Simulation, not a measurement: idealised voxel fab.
Process module in this document: voxel transistor to metal
It is cross-section cut that appears here, measuring 145 nm in width, its square cells being 5 nm in size.
When this document writes out a cross-section, it uses a grid of square cells and lists it as bands, beginning at the top and moving down, with a band standing for one or more rows of cells.
What a band's entry tells you: where the top is and where the bottom is, as heights in nm, and after that what lies inside, material by material from left to right, each with its width in nm. Empty space is written as the word "air", and a single material marked with the word "all across" occupies the band from edge to edge.
The level at which height equals 0 is the one under which the wafer, as it arrives, is entirely one material. No lower edge exists for the bottom band, which continues downward and is notated as in "0 and below".
When a width is written as two numbers, as in "30..40", the first number is the width in the top row of cells of the band and the second is the width in its bottom row, and the width changes by the same amount from each row to the next.
"no change occurred" -> step changed no cross-section cell.
"Cavities, closed" specifies each empty space that is not open to the top and that occupies no fewer than 8 cells, using the form width x height at distance, the distance measured from the left edge and all three quantities in nm.
Post-settings text on a step line: simulator's own remark regarding the step.
overlay nm: right-of-plan distance of the mask on a masked step; negative values mean left-of-plan.
The steps planned for the process are as follows:
1,op RECEIVE | material Si
2,op OXIDIZE | depth nm 5
3,op CONFORMAL_DEP | material SiN | thk nm 10
4,op DIRECTIONAL_DEP | material aC | thk nm 10
5,op PATTERN | tone cover | mask id ACTIVE | material resist | width nm 105 | thk nm 30 | overlay nm 0
6,op DIRECTIONAL_ETCH | etch materials aC | depth nm 10
7,op STRIP | etch materials resist
8,op DIRECTIONAL_ETCH | etch materials SiN | depth nm 10
9,op DIRECTIONAL_ETCH | etch materials SiO2 | depth nm 5
10,op DIRECTIONAL_ETCH | etch materials Si | depth nm 25
11,op STRIP | etch materials aC
12,op FILL_DEP | material SiO2 | thk nm 5
13,op CMP | height nm 10
14,op SELECTIVE_ETCH | etch materials SiO2 | depth nm 10
15,op STRIP | etch materials SiN
16,op SELECTIVE_ETCH | etch materials SiO2 | depth nm 5
17,op OXIDIZE | depth nm 5
18,op DIRECTIONAL_DEP | material polySi | thk nm 30
19,op DIRECTIONAL_DEP | material SiCN | thk nm 10
20,op DIRECTIONAL_DEP | material aC | thk nm 15
21,op PATTERN | tone cover | mask id GATE | material resist | width nm 35 | thk nm 30 | overlay nm 0
22,op DIRECTIONAL_ETCH | etch materials aC | depth nm 15
23,op STRIP | etch materials resist
24,op DIRECTIONAL_ETCH | etch materials SiCN | depth nm 20
25,op DIRECTIONAL_ETCH | etch materials polySi | depth nm 40
26,op STRIP | etch materials aC
27,op CONFORMAL_DEP | material SiN | thk nm 5
28,op DIRECTIONAL_ETCH | etch materials SiN | depth nm 5
29,op DIRECTIONAL_ETCH | etch materials SiO2 | depth nm 5
30,op DIRECTIONAL_ETCH | etch materials Si | depth nm 5
31,op EPI | material SiGe | thk nm 5
32,op FILL_DEP | material SiO2 | thk nm 10
33,op CMP | height nm 25
34,op STRIP | etch materials polySi
35,op SELECTIVE_ETCH | etch materials SiO2 | depth nm 5
36,op CONFORMAL_DEP | material HfO2 | thk nm 5
37,op CONFORMAL_DEP | material TiN | thk nm 5
38,op FILL_DEP | material W | thk nm 5
39,op CMP | height nm 20
40,op DIRECTIONAL_DEP | material SiO2 | thk nm 15
41,op DIRECTIONAL_DEP | material aC | thk nm 10
42,op PATTERN | tone open | mask id CONTACT | material resist | width nm 15 | pitch nm 80 | thk nm 30 | overlay nm 0
43,op DIRECTIONAL_ETCH | etch materials aC | depth nm 10
44,op STRIP | etch materials resist
45,op DIRECTIONAL_ETCH | etch materials SiO2 | depth nm 45
46,op STRIP | etch materials aC
47,op CONFORMAL_DEP | material TiN | thk nm 5
48,op FILL_DEP | material Ru | thk nm 5
49,op CMP | height nm 35
50,op CONFORMAL_DEP | material SiCN | thk nm 5
51,op DIRECTIONAL_DEP | material SiO2 | thk nm 25
52,op MASKED_ETCH | tone open | mask id METAL_1 | width nm 15 | pitch nm 80 | etch materials SiO2 | depth nm 25 | overlay nm 0
53,op MASKED_ETCH | tone open | mask id METAL_1 | width nm 15 | pitch nm 80 | etch materials SiCN | depth nm 5 | overlay nm 0
54,op CONFORMAL_DEP | material TiN | thk nm 5
55,op FILL_DEP | material Ru | thk nm 5
56,op CMP | height nm 65
57,op EPI | material Ru | thk nm 5
58,op FILL_DEP | material SiCN | thk nm 5
Of two wafers, the first: run according to plan:
So this is the incoming wafer in cross-section - it's already been through step 1:
    0 and below  Si all across
    Cavities, closed: none
Cross-section through the wafer, step 2 finished:
    0 down to -5  SiO2 all across
    Beneath the level -5, the cross-section is identical to its previous state.
Cross-section through the wafer, step 3 finished:
    10 down to 0  SiN all across
    Beneath the level 0, the cross-section is identical to its previous state.
Cross-section through the wafer, step 4 finished:
    20 down to 10  aC all across
    Beneath the level 10, the cross-section is identical to its previous state.
Cross-section through the wafer, step 5 finished:
    50 down to 20  20 nm air | 105 nm resist | 20 nm air
    Beneath the level 20, the cross-section is identical to its previous state.
Cross-section through the wafer, step 6 finished:
    40 down to 20  20 nm air | 105 nm resist | 20 nm air
    20 down to 10  20 nm air | 105 nm aC | 20 nm air
    Beneath the level 10, the cross-section is identical to its previous state.
Cross-section through the wafer, step 7 finished:
    20 down to 10  20 nm air | 105 nm aC | 20 nm air
    Beneath the level 10, the cross-section is identical to its previous state.
Cross-section through the wafer, step 8 finished:
    20 down to 10  20 nm air | 105 nm aC | 20 nm air
    10 down to 0  20 nm air | 105 nm SiN | 20 nm air
    Beneath the level 0, the cross-section is identical to its previous state.
Cross-section through the wafer, step 9 finished:
    20 down to 10  20 nm air | 105 nm aC | 20 nm air
    10 down to 0  20 nm air | 105 nm SiN | 20 nm air
    0 down to -5  20 nm air | 105 nm SiO2 | 20 nm air
    Beneath the level -5, the cross-section is identical to its previous state.
Cross-section through the wafer, step 10 finished:
    20 down to 10  20 nm air | 105 nm aC | 20 nm air
    10 down to 0  20 nm air | 105 nm SiN | 20 nm air
    0 down to -5  20 nm air | 105 nm SiO2 | 20 nm air
    -5 down to -30  20 nm air | 105 nm Si | 20 nm air
    Beneath the level -30, the cross-section is identical to its previous state.
Cross-section through the wafer, step 11 finished:
    10 down to 0  20 nm air | 105 nm SiN | 20 nm air
    Beneath the level 0, the cross-section is identical to its previous state.
Cross-section through the wafer, step 12 finished:
    15 down to 10  SiO2 all across
    10 down to 0  20 nm SiO2 | 105 nm SiN | 20 nm SiO2
    0 down to -5  SiO2 all across
    -5 down to -30  20 nm SiO2 | 105 nm Si | 20 nm SiO2
    Beneath the level -30, the cross-section is identical to its previous state.
Cross-section through the wafer, step 13 finished:
    10 down to 0  20 nm SiO2 | 105 nm SiN | 20 nm SiO2
    Beneath the level 0, the cross-section is identical to its previous state.
Cross-section through the wafer, step 14 finished:
    10 down to 0  20 nm air | 105 nm SiN | 20 nm air
    Beneath the level 0, the cross-section is identical to its previous state.
Cross-section through the wafer, step 15 finished:
    0 down to -5  SiO2 all across
    Beneath the level -5, the cross-section is identical to its previous state.
Cross-section through the wafer, step 16 finished:
    -5 down to -30  20 nm SiO2 | 105 nm Si | 20 nm SiO2
    Beneath the level -30, the cross-section is identical to its previous state.
Cross-section through the wafer, step 17 finished:
    -5 down to -10  SiO2 all across
    Beneath the level -10, the cross-section is identical to its previous state.
Cross-section through the wafer, step 18 finished:
    25 down to -5  polySi all across
    Beneath the level -5, the cross-section is identical to its previous state.
Cross-section through the wafer, step 19 finished:
    35 down to 25  SiCN all across
    Beneath the level 25, the cross-section is identical to its previous state.
Cross-section through the wafer, step 20 finished:
    50 down to 35  aC all across
    Beneath the level 35, the cross-section is identical to its previous state.
Cross-section through the wafer, step 21 finished:
    80 down to 50  55 nm air | 35 nm resist | 55 nm air
    Beneath the level 50, the cross-section is identical to its previous state.
Cross-section through the wafer, step 22 finished:
    65 down to 50  55 nm air | 35 nm resist | 55 nm air
    50 down to 35  55 nm air | 35 nm aC | 55 nm air
    Beneath the level 35, the cross-section is identical to its previous state.
Cross-section through the wafer, step 23 finished:
    50 down to 35  55 nm air | 35 nm aC | 55 nm air
    Beneath the level 35, the cross-section is identical to its previous state.
Cross-section through the wafer, step 24 finished:
    50 down to 35  55 nm air | 35 nm aC | 55 nm air
    35 down to 25  55 nm air | 35 nm SiCN | 55 nm air
    Beneath the level 25, the cross-section is identical to its previous state.
Cross-section through the wafer, step 25 finished:
    50 down to 35  55 nm air | 35 nm aC | 55 nm air
    35 down to 25  55 nm air | 35 nm SiCN | 55 nm air
    25 down to -5  55 nm air | 35 nm polySi | 55 nm air
    Beneath the level -5, the cross-section is identical to its previous state.
Cross-section through the wafer, step 26 finished:
    35 down to 25  55 nm air | 35 nm SiCN | 55 nm air
    Beneath the level 25, the cross-section is identical to its previous state.
Cross-section through the wafer, step 27 finished:
    40 down to 35  50 nm air | 45 nm SiN | 50 nm air
    35 down to 25  50 nm air | 5 nm SiN | 35 nm SiCN | 5 nm SiN | 50 nm air
    25 down to 0  50 nm air | 5 nm SiN | 35 nm polySi | 5 nm SiN | 50 nm air
    0 down to -5  55 nm SiN | 35 nm polySi | 55 nm SiN
    Beneath the level -5, the cross-section is identical to its previous state.
Cross-section through the wafer, step 28 finished:
    35 down to 25  50 nm air | 5 nm SiN | 35 nm SiCN | 5 nm SiN | 50 nm air
    25 down to -5  50 nm air | 5 nm SiN | 35 nm polySi | 5 nm SiN | 50 nm air
    Beneath the level -5, the cross-section is identical to its previous state.
Cross-section through the wafer, step 29 finished:
    35 down to 25  50 nm air | 5 nm SiN | 35 nm SiCN | 5 nm SiN | 50 nm air
    25 down to -5  50 nm air | 5 nm SiN | 35 nm polySi | 5 nm SiN | 50 nm air
    -5 down to -10  50 nm air | 45 nm SiO2 | 50 nm air
    Beneath the level -10, the cross-section is identical to its previous state.
Cross-section through the wafer, step 30 finished:
    35 down to 25  50 nm air | 5 nm SiN | 35 nm SiCN | 5 nm SiN | 50 nm air
    25 down to -5  50 nm air | 5 nm SiN | 35 nm polySi | 5 nm SiN | 50 nm air
    -5 down to -10  50 nm air | 45 nm SiO2 | 50 nm air
    -10 down to -15  20 nm SiO2 | 30 nm air | 45 nm Si | 30 nm air | 20 nm SiO2
    Beneath the level -15, the cross-section is identical to its previous state.
Cross-section through the wafer, step 31 finished:
    35 down to 25  50 nm air | 5 nm SiN | 35 nm SiCN | 5 nm SiN | 50 nm air
    25 down to -5  50 nm air | 5 nm SiN | 35 nm polySi | 5 nm SiN | 50 nm air
    -5 down to -10  45 nm air | 5 nm SiGe | 45 nm SiO2 | 5 nm SiGe | 45 nm air
    -10 down to -15  20 nm SiO2 | 30 nm SiGe | 45 nm Si | 30 nm SiGe | 20 nm SiO2
    Beneath the level -15, the cross-section is identical to its previous state.
Cross-section through the wafer, step 32 finished:
    45 down to 35  SiO2 all across
    35 down to 25  50 nm SiO2 | 5 nm SiN | 35 nm SiCN | 5 nm SiN | 50 nm SiO2
    25 down to -5  50 nm SiO2 | 5 nm SiN | 35 nm polySi | 5 nm SiN | 50 nm SiO2
    -5 down to -10  45 nm SiO2 | 5 nm SiGe | 45 nm SiO2 | 5 nm SiGe | 45 nm SiO2
    Beneath the level -10, the cross-section is identical to its previous state.
Cross-section through the wafer, step 33 finished:
    25 down to -5  50 nm SiO2 | 5 nm SiN | 35 nm polySi | 5 nm SiN | 50 nm SiO2
    Beneath the level -5, the cross-section is identical to its previous state.
Cross-section through the wafer, step 34 finished:
    25 down to -5  50 nm SiO2 | 5 nm SiN | 35 nm air | 5 nm SiN | 50 nm SiO2
    Beneath the level -5, the cross-section is identical to its previous state.
Cross-section through the wafer, step 35 finished:
    25 down to 20  50 nm air | 5 nm SiN | 35 nm air | 5 nm SiN | 50 nm air
    20 down to -5  50 nm SiO2 | 5 nm SiN | 35 nm air | 5 nm SiN | 50 nm SiO2
    -5 down to -10  45 nm SiO2 | 5 nm SiGe | 45 nm air | 5 nm SiGe | 45 nm SiO2
    Beneath the level -10, the cross-section is identical to its previous state.
Cross-section through the wafer, step 36 finished:
    30 down to 25  45 nm air | 15 nm HfO2 | 25 nm air | 15 nm HfO2 | 45 nm air
    25 down to 20  50 nm HfO2 | 5 nm SiN | 5 nm HfO2 | 25 nm air | 5 nm HfO2 | 5 nm SiN | 50 nm HfO2
    20 down to -5  50 nm SiO2 | 5 nm SiN | 5 nm HfO2 | 25 nm air | 5 nm HfO2 | 5 nm SiN | 50 nm SiO2
    -5 down to -10  45 nm SiO2 | 5 nm SiGe | 45 nm HfO2 | 5 nm SiGe | 45 nm SiO2
    Beneath the level -10, the cross-section is identical to its previous state.
Cross-section through the wafer, step 37 finished:
    35 down to 30  40 nm air | 25 nm TiN | 15 nm air | 25 nm TiN | 40 nm air
    30 down to 25  45 nm TiN | 15 nm HfO2 | 5 nm TiN | 15 nm air | 5 nm TiN | 15 nm HfO2 | 45 nm TiN
    25 down to 20  50 nm HfO2 | 5 nm SiN | 5 nm HfO2 | 5 nm TiN | 15 nm air | 5 nm TiN | 5 nm HfO2 | 5 nm SiN | 50 nm HfO2
    20 down to 0  50 nm SiO2 | 5 nm SiN | 5 nm HfO2 | 5 nm TiN | 15 nm air | 5 nm TiN | 5 nm HfO2 | 5 nm SiN | 50 nm SiO2
    0 down to -5  50 nm SiO2 | 5 nm SiN | 5 nm HfO2 | 25 nm TiN | 5 nm HfO2 | 5 nm SiN | 50 nm SiO2
    Beneath the level -5, the cross-section is identical to its previous state.
Cross-section through the wafer, step 38 finished:
    40 down to 35  W all across
    35 down to 30  40 nm W | 25 nm TiN | 15 nm W | 25 nm TiN | 40 nm W
    30 down to 25  45 nm TiN | 15 nm HfO2 | 5 nm TiN | 15 nm W | 5 nm TiN | 15 nm HfO2 | 45 nm TiN
    25 down to 20  50 nm HfO2 | 5 nm SiN | 5 nm HfO2 | 5 nm TiN | 15 nm W | 5 nm TiN | 5 nm HfO2 | 5 nm SiN | 50 nm HfO2
    20 down to 0  50 nm SiO2 | 5 nm SiN | 5 nm HfO2 | 5 nm TiN | 15 nm W | 5 nm TiN | 5 nm HfO2 | 5 nm SiN | 50 nm SiO2
    Beneath the level 0, the cross-section is identical to its previous state.
Cross-section through the wafer, step 39 finished:
    20 down to 0  50 nm SiO2 | 5 nm SiN | 5 nm HfO2 | 5 nm TiN | 15 nm W | 5 nm TiN | 5 nm HfO2 | 5 nm SiN | 50 nm SiO2
    Beneath the level 0, the cross-section is identical to its previous state.
Cross-section through the wafer, step 40 finished:
    35 down to 20  SiO2 all across
    Beneath the level 20, the cross-section is identical to its previous state.
Cross-section through the wafer, step 41 finished:
    45 down to 35  aC all across
    Beneath the level 35, the cross-section is identical to its previous state.
Cross-section through the wafer, step 42 finished:
    75 down to 45  25 nm resist | 15 nm air | 65 nm resist | 15 nm air | 25 nm resist
    Beneath the level 45, the cross-section is identical to its previous state.
Cross-section through the wafer, step 43 finished:
    65 down to 45  25 nm resist | 15 nm air | 65 nm resist | 15 nm air | 25 nm resist
    45 down to 35  25 nm aC | 15 nm air | 65 nm aC | 15 nm air | 25 nm aC
    Beneath the level 35, the cross-section is identical to its previous state.
Cross-section through the wafer, step 44 finished:
    45 down to 35  25 nm aC | 15 nm air | 65 nm aC | 15 nm air | 25 nm aC
    Beneath the level 35, the cross-section is identical to its previous state.
Cross-section through the wafer, step 45 finished:
    45 down to 35  25 nm aC | 15 nm air | 65 nm aC | 15 nm air | 25 nm aC
    35 down to 20  25 nm SiO2 | 15 nm air | 65 nm SiO2 | 15 nm air | 25 nm SiO2
    20 down to 0  25 nm SiO2 | 15 nm air | 10 nm SiO2 | 5 nm SiN | 5 nm HfO2 | 5 nm TiN | 15 nm W | 5 nm TiN | 5 nm HfO2 | 5 nm SiN | 10 nm SiO2 | 15 nm air | 25 nm SiO2
    0 down to -5  25 nm SiO2 | 15 nm air | 10 nm SiO2 | 5 nm SiN | 5 nm HfO2 | 25 nm TiN | 5 nm HfO2 | 5 nm SiN | 10 nm SiO2 | 15 nm air | 25 nm SiO2
    -5 down to -10  25 nm SiO2 | 15 nm air | 5 nm SiO2 | 5 nm SiGe | 45 nm HfO2 | 5 nm SiGe | 5 nm SiO2 | 15 nm air | 25 nm SiO2
    Beneath the level -10, the cross-section is identical to its previous state.
Cross-section through the wafer, step 46 finished:
    35 down to 20  25 nm SiO2 | 15 nm air | 65 nm SiO2 | 15 nm air | 25 nm SiO2
    Beneath the level 20, the cross-section is identical to its previous state.
Cross-section through the wafer, step 47 finished:
    40 down to 35  30 nm TiN | 5 nm air | 75 nm TiN | 5 nm air | 30 nm TiN
    35 down to 20  25 nm SiO2 | 5 nm TiN | 5 nm air | 5 nm TiN | 65 nm SiO2 | 5 nm TiN | 5 nm air | 5 nm TiN | 25 nm SiO2
    20 down to 0  25 nm SiO2 | 5 nm TiN | 5 nm air | 5 nm TiN | 10 nm SiO2 | 5 nm SiN | 5 nm HfO2 | 5 nm TiN | 15 nm W | 5 nm TiN | 5 nm HfO2 | 5 nm SiN | 10 nm SiO2 | 5 nm TiN | 5 nm air | 5 nm TiN | 25 nm SiO2
    0 down to -5  25 nm SiO2 | 5 nm TiN | 5 nm air | 5 nm TiN | 10 nm SiO2 | 5 nm SiN | 5 nm HfO2 | 25 nm TiN | 5 nm HfO2 | 5 nm SiN | 10 nm SiO2 | 5 nm TiN | 5 nm air | 5 nm TiN | 25 nm SiO2
    -5 down to -10  25 nm SiO2 | 15 nm TiN | 5 nm SiO2 | 5 nm SiGe | 45 nm HfO2 | 5 nm SiGe | 5 nm SiO2 | 15 nm TiN | 25 nm SiO2
    Beneath the level -10, the cross-section is identical to its previous state.
Cross-section through the wafer, step 48 finished:
    45 down to 40  Ru all across
    40 down to 35  30 nm TiN | 5 nm Ru | 75 nm TiN | 5 nm Ru | 30 nm TiN
    35 down to 20  25 nm SiO2 | 5 nm TiN | 5 nm Ru | 5 nm TiN | 65 nm SiO2 | 5 nm TiN | 5 nm Ru | 5 nm TiN | 25 nm SiO2
    20 down to 0  25 nm SiO2 | 5 nm TiN | 5 nm Ru | 5 nm TiN | 10 nm SiO2 | 5 nm SiN | 5 nm HfO2 | 5 nm TiN | 15 nm W | 5 nm TiN | 5 nm HfO2 | 5 nm SiN | 10 nm SiO2 | 5 nm TiN | 5 nm Ru | 5 nm TiN | 25 nm SiO2
    0 down to -5  25 nm SiO2 | 5 nm TiN | 5 nm Ru | 5 nm TiN | 10 nm SiO2 | 5 nm SiN | 5 nm HfO2 | 25 nm TiN | 5 nm HfO2 | 5 nm SiN | 10 nm SiO2 | 5 nm TiN | 5 nm Ru | 5 nm TiN | 25 nm SiO2
    Beneath the level -5, the cross-section is identical to its previous state.
Cross-section through the wafer, step 49 finished:
    35 down to 20  25 nm SiO2 | 5 nm TiN | 5 nm Ru | 5 nm TiN | 65 nm SiO2 | 5 nm TiN | 5 nm Ru | 5 nm TiN | 25 nm SiO2
    Beneath the level 20, the cross-section is identical to its previous state.
Cross-section through the wafer, step 50 finished:
    40 down to 35  SiCN all across
    Beneath the level 35, the cross-section is identical to its previous state.
Cross-section through the wafer, step 51 finished:
    65 down to 40  SiO2 all across
    Beneath the level 40, the cross-section is identical to its previous state.
Cross-section through the wafer, step 52 finished:
    65 down to 40  25 nm SiO2 | 15 nm air | 65 nm SiO2 | 15 nm air | 25 nm SiO2
    Beneath the level 40, the cross-section is identical to its previous state.
Cross-section through the wafer, step 53 finished:
    65 down to 40  25 nm SiO2 | 15 nm air | 65 nm SiO2 | 15 nm air | 25 nm SiO2
    40 down to 35  25 nm SiCN | 15 nm air | 65 nm SiCN | 15 nm air | 25 nm SiCN
    Beneath the level 35, the cross-section is identical to its previous state.
Cross-section through the wafer, step 54 finished:
    70 down to 65  30 nm TiN | 5 nm air | 75 nm TiN | 5 nm air | 30 nm TiN
    65 down to 40  25 nm SiO2 | 5 nm TiN | 5 nm air | 5 nm TiN | 65 nm SiO2 | 5 nm TiN | 5 nm air | 5 nm TiN | 25 nm SiO2
    40 down to 35  25 nm SiCN | 15 nm TiN | 65 nm SiCN | 15 nm TiN | 25 nm SiCN
    Beneath the level 35, the cross-section is identical to its previous state.
Cross-section through the wafer, step 55 finished:
    75 down to 70  Ru all across
    70 down to 65  30 nm TiN | 5 nm Ru | 75 nm TiN | 5 nm Ru | 30 nm TiN
    65 down to 40  25 nm SiO2 | 5 nm TiN | 5 nm Ru | 5 nm TiN | 65 nm SiO2 | 5 nm TiN | 5 nm Ru | 5 nm TiN | 25 nm SiO2
    Beneath the level 40, the cross-section is identical to its previous state.
Cross-section through the wafer, step 56 finished:
    65 down to 40  25 nm SiO2 | 5 nm TiN | 5 nm Ru | 5 nm TiN | 65 nm SiO2 | 5 nm TiN | 5 nm Ru | 5 nm TiN | 25 nm SiO2
    Beneath the level 40, the cross-section is identical to its previous state.
Cross-section through the wafer, step 57 finished:
    70 down to 65  20 nm air | 25 nm Ru | 55 nm air | 25 nm Ru | 20 nm air
    Beneath the level 65, the cross-section is identical to its previous state.
Cross-section through the wafer, step 58 finished:
    75 down to 70  SiCN all across
    70 down to 65  20 nm SiCN | 25 nm Ru | 55 nm SiCN | 25 nm Ru | 20 nm SiCN
    Beneath the level 65, the cross-section is identical to its previous state.
The second wafer began exactly as the first did and followed the same plan, but one mistake was made while running it; through step 57 inclusive, the two wafers are identical:
Second wafer, cross-section, planned end of step 58:
    85 down to 70  SiCN all across
    70 down to 65  20 nm SiCN | 25 nm Ru | 55 nm SiCN | 25 nm Ru | 20 nm SiCN
    Beneath the level 65, the cross-section is identical to its previous state.
Finding, execution versus plan: heads up, step 58 didn't go per plan, it actually ran as op FILL_DEP | material SiCN | thk nm 15
Final tally in cells, some materials are higher or lower on the second wafer than on the first: SiCN +58
